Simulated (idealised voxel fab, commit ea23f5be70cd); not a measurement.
Process module, titled voxel self aligned contacts
Each square cell in cross-section cut measures 5 nm, and the section as a whole is 210 nm wide.
Each cross-section below is a grid of square cells, stated as bands in top-down order, with one or more rows of cells making up each band.
First you get the band's top height and its bottom height, in nm, and then the materials it's made of, left to right, with each width in nm. If you see a single material with "full width", that one covers the band edge to edge. "air" is empty space.
All heights in this document are referenced to 0, defined as the level beneath which the wafer, as received, consists entirely of one material. The lowest band is not bounded below; it extends indefinitely downward and is written in the form "0 and below".
A width such as "30 to 40" changes by the same amount from each row of cells to the next, from the band's top row to its bottom row.
"remains unaltered" (step): cross-section cells unchanged, all of them.
Closed empty spaces (no open way to the top) of 8 cells or more are what "Enclosed void listing" lists, each as width x height at distance from the left edge, nm for all three.
On each step's line, the part that comes after the settings is the simulator's own comment on the step.
overlay nm: mask right of planned place by this much (step with mask). Neg. = left.
**Planned process steps**
step 1: RECEIVE (material Si)
step 2: OXIDIZE (depth nm 5)
step 3: DIRECTIONAL_DEP (material polySi; thk nm 25)
step 4: DIRECTIONAL_DEP (material SiN; thk nm 20)
step 5: PATTERN (tone cover; mask id GATE; material resist; width nm 30; pitch nm 55; thk nm 15; overlay nm 0)
step 6: DIRECTIONAL_ETCH (etch materials SiN; depth nm 20)
step 7: DIRECTIONAL_ETCH (etch materials polySi; depth nm 25)
step 8: STRIP (etch materials resist)
step 9: CONFORMAL_DEP (material SiN; thk nm 5)
step 10: DIRECTIONAL_ETCH (etch materials SiN; depth nm 5)
step 11: FILL_DEP (material SiO2; thk nm 15)
step 12: CMP (height nm 55)
step 13: PATTERN (tone open; mask id CONTACT; material resist; width nm 25; pitch nm 55; thk nm 15; overlay nm 0)
step 14: DIRECTIONAL_ETCH (etch materials SiO2; depth nm 60)
step 15: STRIP (etch materials resist)
step 16: CONFORMAL_DEP (material TiN; thk nm 5)
step 17: FILL_DEP (material W; thk nm 10)
step 18: CMP (height nm 55)
step 19: CONFORMAL_DEP (material SiCN; thk nm 5)
The plan's step 13 width nm is the first wafer's value; the wafers differ in this setting and start identical.
**Cross-sectional view of the first of several wafers in the as-received condition, corresponding to the state following step 1**
	0 and below = Si full width
	Enclosed void listing: none
**Module finished, last step 19 done: cross-section of the first of several wafers**
	60 down to 55 = SiCN full width
	55 down to 45 = SiO2 65 nm; TiN 5 to 10 nm; W 15 to 5 nm; TiN 5 to 10 nm; SiO2 30 nm; TiN 5 to 10 nm; W 15 to 5 nm; TiN 5 to 10 nm; SiO2 65 nm
	45 down to 25 = SiO2 30 nm; SiN 40 nm; TiN 5 nm; W 5 nm; TiN 5 nm; SiN 40 nm; TiN 5 nm; W 5 nm; TiN 5 nm; SiN 40 nm; SiO2 30 nm
	25 down to 0 = SiO2 30 nm; SiN 5 nm; polySi 30 nm; SiN 5 nm; TiN 5 nm; W 5 nm; TiN 5 nm; SiN 5 nm; polySi 30 nm; SiN 5 nm; TiN 5 nm; W 5 nm; TiN 5 nm; SiN 5 nm; polySi 30 nm; SiN 5 nm; SiO2 30 nm
	0 down to -5 = SiO2 70 nm; TiN 15 nm; SiO2 40 nm; TiN 15 nm; SiO2 70 nm
	-5 and below = Si full width
	Enclosed void listing: none
**Showing the last wafer in cross-section at the end of the module**
	60 down to 55 = SiCN full width
	55 down to 45 = SiO2 60 nm; TiN 5 to 15 nm; W 30 to 5 nm; TiN 5 to 20 nm; SiO2 15 nm; TiN 5 to 15 nm; W 30 to 5 nm; TiN 5 to 20 nm; SiO2 55 nm
	45 down to 25 = SiO2 30 nm; SiN 40 nm; TiN 5 nm; W 5 nm; TiN 5 nm; SiN 40 nm; TiN 5 nm; W 5 nm; TiN 5 nm; SiN 40 nm; SiO2 30 nm
	25 down to 0 = SiO2 30 nm; SiN 5 nm; polySi 30 nm; SiN 5 nm; TiN 5 nm; W 5 nm; TiN 5 nm; SiN 5 nm; polySi 30 nm; SiN 5 nm; TiN 5 nm; W 5 nm; TiN 5 nm; SiN 5 nm; polySi 30 nm; SiN 5 nm; SiO2 30 nm
	0 down to -5 = SiO2 70 nm; TiN 15 nm; SiO2 40 nm; TiN 15 nm; SiO2 70 nm
	-5 and below = Si full width
	Enclosed void listing: none
**Below is a per-wafer table. In it, each row describes the wafer at the end of the module by giving, for each material, the number of cells gained (+) or lost (-) since the wafer was received, and after that the closed voids of the wafer**
width nm 25; -42 Si; +42 SiCN; +126 SiN; +208 SiO2; +54 TiN; +26 W; +90 polySi; Enclosed void listing: none
width nm 30; -42 Si; +42 SiCN; +126 SiN; +204 SiO2; +56 TiN; +28 W; +90 polySi; Enclosed void listing: none
width nm 35; -42 Si; +42 SiCN; +126 SiN; +200 SiO2; +58 TiN; +30 W; +90 polySi; Enclosed void listing: none
width nm 40; -42 Si; +42 SiCN; +126 SiN; +196 SiO2; +60 TiN; +32 W; +90 polySi; Enclosed void listing: none
